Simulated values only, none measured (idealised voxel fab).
Name of the process module below: voxel tone inversion
For reference, the cross-section in this document is cut, with width 285 nm and square cells of 5 nm.
Notation: cross-section as square-cell grid; stated in bands, top first, going down; one or more cell rows per band.
Band: top height; bottom height; in nm. Then, left to right: material with width in nm, for each material. "all across": a single material spanning edge to edge. "empty": empty space.
A quick word on heights: they are counted from 0, and under that level the wafer as it came to us is one material throughout. The lowest band is different from the rest in having no bottom; it simply continues downward, written as in "z 0 and below".
The two numbers in a width such as "30..40" mark its ends across the band: the first belongs to the top row of cells, the second to the bottom row, and from each row to the next the width moves by the same amount.
Any step labelled "nothing altered" changed none of the cells in the cross-section.
In "Enclosed empty spaces" the enclosed voids are listed, meaning empty spaces of 8 cells or larger without any opening to the top. The form is width x height at distance, distance from the left edge, units nm.
Text after the settings on a step's line: the simulator's own remark on that step.
A step's line can hold "overlay nm"; with a mask on that step, the setting says how far right of the planned place the mask lay, while a negative setting says it lay to the left.
### Steps in the process plan
1 RECEIVE,material Si
2 CONFORMAL_DEP,material SiCN,thk nm 5
3 DIRECTIONAL_DEP,material aC,thk nm 20
4 PATTERN,tone cover,mask id POSTS,material resist,width nm 25,pitch nm 50,thk nm 30,overlay nm -15
5 DIRECTIONAL_ETCH,etch materials aC,depth nm 20
6 STRIP,etch materials resist
7 FILL_DEP,material lowk,thk nm 10
8 CMP,height nm 25
9 STRIP,etch materials aC
10 CONFORMAL_DEP,material TiN,thk nm 5
11 FILL_DEP,material Ru,thk nm 10
12 CMP,height nm 25
13 CONFORMAL_DEP,material SiCN,thk nm 5
Wafer-to-wafer difference: overlay nm, step 4. Common start. Plan = first wafer's value.
### As-received state after step 1, first of several wafers, cross-section
* z 0 and below  Si all across
* Enclosed empty spaces: none
### Wafer cross-section (first of several) - module end, post step 13 (last step)
* z 30 to 25  SiCN all across
* z 25 to 10  65 of lowk / 5 of TiN / 15 of Ru / 5 of TiN / 25 of lowk / 5 of TiN / 15 of Ru / 5 of TiN / 25 of lowk / 5 of TiN / 15 of Ru / 5 of TiN / 95 of lowk
* z 10 to 5  65 of lowk / 25 of TiN / 25 of lowk / 25 of TiN / 25 of lowk / 25 of TiN / 95 of lowk
* z 5 to 0  SiCN all across
* z 0 and below  Si all across
* Enclosed empty spaces: none
### Sectional view of the last wafer upon completion of the module
* z 30 to 25  SiCN all across
* z 25 to 10  95 of lowk / 5 of TiN / 15 of Ru / 5 of TiN / 25 of lowk / 5 of TiN / 15 of Ru / 5 of TiN / 25 of lowk / 5 of TiN / 15 of Ru / 5 of TiN / 65 of lowk
* z 10 to 5  95 of lowk / 25 of TiN / 25 of lowk / 25 of TiN / 25 of lowk / 25 of TiN / 65 of lowk
* z 5 to 0  SiCN all across
* z 0 and below  Si all across
* Enclosed empty spaces: none
### The following table contains a row per wafer, in which are reported, at the conclusion of the module, the cells of each material gained (+) or lost (-) since the wafer's receipt, with its closed voids given thereafter
overlay nm -15; +27 Ru; +114 SiCN; +33 TiN; +168 lowk; Enclosed empty spaces: none
overlay nm -10; +27 Ru; +114 SiCN; +33 TiN; +168 lowk; Enclosed empty spaces: none
overlay nm -5; +27 Ru; +114 SiCN; +33 TiN; +168 lowk; Enclosed empty spaces: none
overlay nm 0; +27 Ru; +114 SiCN; +33 TiN; +168 lowk; Enclosed empty spaces: none
overlay nm 5; +27 Ru; +114 SiCN; +33 TiN; +168 lowk; Enclosed empty spaces: none
overlay nm 10; +27 Ru; +114 SiCN; +33 TiN; +168 lowk; Enclosed empty spaces: none
overlay nm 15; +27 Ru; +114 SiCN; +33 TiN; +168 lowk; Enclosed empty spaces: none
